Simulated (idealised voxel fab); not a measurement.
The document below concerns the process module designated voxel wiring stack.
This is section cut - it's 275 nm across, gridded in 5 nm square cells.
A cross-section in this document is a grid of square cells, and it is written down as bands, the top band listed before the ones below it; a band is made up of one or more rows of cells. In this notation a band is specified by the heights of its top and bottom, in that order and in nm, after which its materials appear from left to right, each paired with its width in nm. The word "throughout" attached to a single material means that material fills the band from edge to edge; the word "air" stands for empty space. Ref level 0: as-received wafer is one material below here. Bottom band extends down with no lower bound ("0 down"). Graded width ("30 to 40"): value in top row of band = first number; value in bottom row = second number; row-to-row change constant. The cross-section has no changed cell in any step marked "no modifications". What "Closed cavities" gives you is every empty space of 8 cells or more that is cut off from the top. Each appears as width x height at distance, with the distance taken from the left edge and width, height and distance all in nm. Heads up: the bit after the settings on a step's line is the simulator's remark on that step. The optional step-line setting "overlay nm" applies to steps with a mask and quantifies how far to the right of its planned location the mask lay, a negative value indicating leftward placement.

The planned process steps are enumerated hereunder
1 op RECEIVE | material Si
2 op CONFORMAL_DEP | material SiO2 | thk nm 15
3 op DIRECTIONAL_DEP | material TiN | thk nm 5
4 op DIRECTIONAL_DEP | material Ru | thk nm 15
5 op DIRECTIONAL_DEP | material aC | thk nm 15
6 op PATTERN | tone cover | mask id METAL_1 | material resist | width nm 25 | pitch nm 40 | thk nm 35 | overlay nm 0
7 op DIRECTIONAL_ETCH | etch materials aC | depth nm 15
8 op STRIP | etch materials resist
9 op DIRECTIONAL_ETCH | etch materials Ru | depth nm 15
10 op DIRECTIONAL_ETCH | etch materials TiN | depth nm 5
11 op STRIP | etch materials aC
12 op FILL_DEP | material lowk | thk nm 5
13 op CMP | height nm 35
14 op CONFORMAL_DEP | material SiCN | thk nm 5
15 op DIRECTIONAL_DEP | material lowk | thk nm 15
16 op DIRECTIONAL_DEP | material aC | thk nm 15
17 op PATTERN | tone open | mask id PLUG_1 | material resist | width nm 15 | pitch nm 40 | thk nm 35 | overlay nm 0
18 op DIRECTIONAL_ETCH | etch materials aC | depth nm 15
19 op STRIP | etch materials resist
20 op DIRECTIONAL_ETCH | etch materials lowk | depth nm 15
21 op DIRECTIONAL_ETCH | etch materials SiCN | depth nm 5
22 op STRIP | etch materials aC
23 op EPI | material Ru | thk nm 10
24 op EPI | material Ru | thk nm 10
25 op CONFORMAL_DEP | material SiN | thk nm 5
26 op DIRECTIONAL_DEP | material SiO2 | thk nm 15
27 op MASKED_ETCH | tone open | mask id METAL_2 | width nm 25 | pitch nm 40 | etch materials SiO2 | depth nm 15 | overlay nm 0
28 op MASKED_ETCH | tone open | mask id METAL_2 | width nm 25 | pitch nm 40 | etch materials SiN | depth nm 5 | overlay nm 0
29 op CONFORMAL_DEP | material TiN | thk nm 5
30 op FILL_DEP | material Cu | thk nm 5
31 op CMP | height nm 75
32 op EPI | material Ru | thk nm 5
33 op FILL_DEP | material SiCN | thk nm 5
34 op DIRECTIONAL_DEP | material SiO2 | thk nm 35
35 op MASKED_ETCH | tone open | mask id METAL_3 | width nm 25 | pitch nm 40 | etch materials SiO2 | depth nm 20 | overlay nm 0
36 op DIRECTIONAL_DEP | material aC | thk nm 10
37 op PATTERN | tone open | mask id METAL_3_HOLES | material resist | width nm 15 | pitch nm 80 | thk nm 30 | overlay nm 0
38 op DIRECTIONAL_ETCH | etch materials aC | depth nm 10
39 op STRIP | etch materials resist
40 op DIRECTIONAL_ETCH | etch materials SiO2 | depth nm 15
41 op DIRECTIONAL_ETCH | etch materials SiCN | depth nm 5
42 op STRIP | etch materials aC
43 op CONFORMAL_DEP | material TiN | thk nm 5
44 op FILL_DEP | material Cu | thk nm 5
45 op CMP | height nm 120
46 op CONFORMAL_DEP | material SiN | thk nm 5

Incoming wafer in cross-section (state: after step 1)
* 0 down = Si throughout
* Closed cavities: none

Same starting wafer, same plan as above, one mistake in the execution; this is the cross-section at the end of the module
* 125 to 120 = SiN throughout
* 120 to 105 = 65 SiO2  5 TiN  15 Cu  5 TiN  15 SiO2  5 TiN  15 Cu  5 TiN  15 SiO2  5 TiN  15 Cu  5 TiN  15 SiO2  5 TiN  15 Cu  5 TiN  65 SiO2
* 105 to 100 = 65 SiO2  5 TiN  5 Cu  15 TiN  15 SiO2  25 TiN  15 SiO2  5 TiN  5 Cu  15 TiN  15 SiO2  25 TiN  65 SiO2
* 100 to 85 = 65 SiO2  5 TiN  5 Cu  5 TiN  65 SiO2  5 TiN  5 Cu  5 TiN  115 SiO2
* 85 to 80 = 65 SiCN  15 TiN  65 SiCN  15 TiN  115 SiCN
* 80 to 75 = 60 SiCN  35 Ru  5 SiCN  35 Ru  5 SiCN  35 Ru  5 SiCN  35 Ru  60 SiCN
* 75 to 60 = 65 SiO2  5 TiN  15 Cu  5 TiN  15 SiO2  5 TiN  15 Cu  5 TiN  15 SiO2  5 TiN  15 Cu  5 TiN  15 SiO2  5 TiN  15 Cu  5 TiN  65 SiO2
* 60 to 55 = 65 SiN  25 TiN  15 SiN  25 TiN  15 SiN  25 TiN  15 SiN  25 TiN  65 SiN
* 55 to 50 = 65 SiCN  5 SiN  5 TiN  5 SiN  25 SiCN  5 SiN  5 TiN  5 SiN  25 SiCN  5 SiN  5 TiN  5 SiN  25 SiCN  5 SiN  5 TiN  5 SiN  75 SiCN
* 50 to 35 = lowk throughout
* 35 to 20 = 65 lowk  25 Ru  15 lowk  25 Ru  15 lowk  25 Ru  15 lowk  25 Ru  65 lowk
* 20 to 15 = 65 lowk  25 TiN  15 lowk  25 TiN  15 lowk  25 TiN  15 lowk  25 TiN  65 lowk
* 15 to 0 = SiO2 throughout
* 0 down = Si throughout
* Closed cavities: none
what went wrong: transposition of steps 14 and 15 relative to the planned sequence
